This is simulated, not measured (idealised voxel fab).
Herein follows the process module entitled voxel transistor to metal.
The cross-section on display is named cut; it measures 195 nm wide, and its cells are 5 nm squares.
How to read a cross-section here: the picture is a grid of square cells, written as bands going from the top down, and any band can span one or more rows of cells. Heights first: top, then bottom, in nm. Then materials, left to right, each with a width in nm. "edge to edge" on a single material: fills the band edge to edge. "air": empty space. Heights are measured from 0, the level below which the as-received wafer is all one material; the lowest band has no bottom and continues downward, written as in "0 nm and below". It should be noted that a width expressed as "30 to 40" varies in equal increments from row to row of cells within the band, taking the value of the first number at the top row and that of the second number at the bottom row. When a step is marked "everything unchanged", none of the cells in the cross-section changed during that step. Internal closed voids: empty space of 8 cells or more with no open way to the top, each as width x height at its distance from the left edge, in nm. On a step's line, text after the settings is the simulator commenting on that step. The line of a step may include "overlay nm". On a step with a mask, this value is how far to the right of its planned place the mask lay. A negative value means the mask lay to the left.

Planned process steps:
1,RECEIVE with material Si
2,OXIDIZE with depth nm 5
3,CONFORMAL_DEP with material SiN, thk nm 10
4,MASKED_ETCH with tone cover, mask id ACTIVE, width nm 115, etch materials SiN, depth nm 10, overlay nm 0
5,MASKED_ETCH with tone cover, mask id ACTIVE, width nm 115, etch materials SiO2, depth nm 5, overlay nm 0
6,MASKED_ETCH with tone cover, mask id ACTIVE, width nm 115, etch materials Si, depth nm 35, overlay nm 0
7,FILL_DEP with material SiO2, thk nm 10
8,CMP with height nm 10
9,SELECTIVE_ETCH with etch materials SiO2, depth nm 10
10,STRIP with etch materials SiN
11,SELECTIVE_ETCH with etch materials SiO2, depth nm 5
12,OXIDIZE with depth nm 5
13,DIRECTIONAL_DEP with material polySi, thk nm 30
14,DIRECTIONAL_DEP with material SiCN, thk nm 15
15,DIRECTIONAL_DEP with material aC, thk nm 10
16,PATTERN with tone cover, mask id GATE, material resist, width nm 25, thk nm 30, overlay nm 0
17,DIRECTIONAL_ETCH with etch materials aC, depth nm 10
18,STRIP with etch materials resist
19,DIRECTIONAL_ETCH with etch materials SiCN, depth nm 25
20,DIRECTIONAL_ETCH with etch materials polySi, depth nm 40
21,STRIP with etch materials aC
22,CONFORMAL_DEP with material SiO2, thk nm 5
23,DIRECTIONAL_ETCH with etch materials SiO2, depth nm 5
24,CONFORMAL_DEP with material SiN, thk nm 5
25,DIRECTIONAL_ETCH with etch materials SiN, depth nm 5
26,DIRECTIONAL_ETCH with etch materials SiO2, depth nm 5
27,EPI with material nSi, thk nm 5
28,FILL_DEP with material SiO2, thk nm 10
29,CMP with height nm 40
30,DIRECTIONAL_DEP with material SiO2, thk nm 10
31,PATTERN with tone open, mask id CONTACT, material resist, width nm 15, pitch nm 80, thk nm 15, overlay nm 0
32,DIRECTIONAL_ETCH with etch materials SiO2, depth nm 55
33,STRIP with etch materials resist
34,CONFORMAL_DEP with material TiN, thk nm 5
35,FILL_DEP with material Ru, thk nm 10
36,CMP with height nm 50
37,CONFORMAL_DEP with material SiN, thk nm 5
38,DIRECTIONAL_DEP with material SiO2, thk nm 20
39,DIRECTIONAL_DEP with material aC, thk nm 15
40,PATTERN with tone open, mask id METAL_1, material resist, width nm 15, pitch nm 80, thk nm 35, overlay nm 0
41,DIRECTIONAL_ETCH with etch materials aC, depth nm 15
42,STRIP with etch materials resist
43,DIRECTIONAL_ETCH with etch materials SiO2, depth nm 20
44,DIRECTIONAL_ETCH with etch materials SiN, depth nm 5
45,STRIP with etch materials aC
46,CONFORMAL_DEP with material TiN, thk nm 5
47,FILL_DEP with material Cu, thk nm 10
48,CMP with height nm 75
49,CONFORMAL_DEP with material SiCN, thk nm 5

Cross-section of the wafer as it came to us, i.e., already through step 1:
  0 nm and below | Si edge to edge
  Internal closed voids: none

End-of-module XS, first of two wafers, run as planned:
  80 nm to 75 nm | SiCN edge to edge
  75 nm to 55 nm | 50 of SiO2 / 5 of TiN / 5 of Cu / 5 of TiN / 65 of SiO2 / 5 of TiN / 5 of Cu / 5 of TiN / 50 of SiO2
  55 nm to 50 nm | 50 of SiN / 15 of TiN / 65 of SiN / 15 of TiN / 50 of SiN
  50 nm to 40 nm | 50 of SiO2 / 5 of TiN / 5 of Ru / 5 of TiN / 65 of SiO2 / 5 of TiN / 5 of Ru / 5 of TiN / 50 of SiO2
  40 nm to 25 nm | 50 of SiO2 / 5 of TiN / 5 of Ru / 5 of TiN / 10 of SiO2 / 5 of SiN / 5 of SiO2 / 25 of SiCN / 5 of SiO2 / 5 of SiN / 10 of SiO2 / 5 of TiN / 5 of Ru / 5 of TiN / 50 of SiO2
  25 nm to 0 nm | 50 of SiO2 / 5 of TiN / 5 of Ru / 5 of TiN / 10 of SiO2 / 5 of SiN / 5 of SiO2 / 25 of polySi / 5 of SiO2 / 5 of SiN / 10 of SiO2 / 5 of TiN / 5 of Ru / 5 of TiN / 50 of SiO2
  0 nm to -5 nm | 50 of SiO2 / 15 of TiN / 10 of SiO2 / 5 of SiN / 5 of SiO2 / 25 of polySi / 5 of SiO2 / 5 of SiN / 10 of SiO2 / 15 of TiN / 50 of SiO2
  -5 nm to -10 nm | 35 of SiO2 / 40 of nSi / 45 of SiO2 / 40 of nSi / 35 of SiO2
  -10 nm to -40 nm | 40 of SiO2 / 115 of Si / 40 of SiO2
  -40 nm and below | Si edge to edge
  Internal closed voids: none

second wafer at the end: like start, like plan, one mistake:
  80 nm to 75 nm | SiCN edge to edge
  75 nm to 55 nm | 50 of SiO2 / 5 of TiN / 5 of Cu / 5 of TiN / 65 of SiO2 / 5 of TiN / 5 of Cu / 5 of TiN / 50 of SiO2
  55 nm to 50 nm | 50 of SiN / 15 of TiN / 65 of SiN / 15 of TiN / 50 of SiN
  50 nm to 40 nm | 50 of SiO2 / 5 of TiN / 5 of Ru / 5 of TiN / 65 of SiO2 / 5 of TiN / 5 of Ru / 5 of TiN / 50 of SiO2
  40 nm to 30 nm | 50 of SiO2 / 5 of TiN / 5 of Ru / 5 of TiN / 10 of SiO2 / 5 of SiN / 5 of SiO2 / 25 of SiCN / 5 of SiO2 / 5 of SiN / 10 of SiO2 / 5 of TiN / 5 of Ru / 5 of TiN / 50 of SiO2
  30 nm to 25 nm | 50 of SiO2 / 15 of TiN / 10 of SiO2 / 5 of SiN / 5 of SiO2 / 25 of SiCN / 5 of SiO2 / 5 of SiN / 10 of SiO2 / 15 of TiN / 50 of SiO2
  25 nm to -5 nm | SiN edge to edge
  -5 nm to -10 nm | SiO2 edge to edge
  -10 nm to -40 nm | 40 of SiO2 / 115 of Si / 40 of SiO2
  -40 nm and below | Si edge to edge
  Internal closed voids: none
Diagnosis: step 13 was run on a setting that differed from the plan, and what really ran there is DIRECTIONAL_DEP with material SiN, thk nm 30
At the finish, the second wafer shows more or fewer cells for some materials than the first does: 12 fewer of Ru | 222 more of SiN | 140 fewer of SiO2 | 24 fewer of TiN | 16 fewer of nSi | 30 fewer of polySi
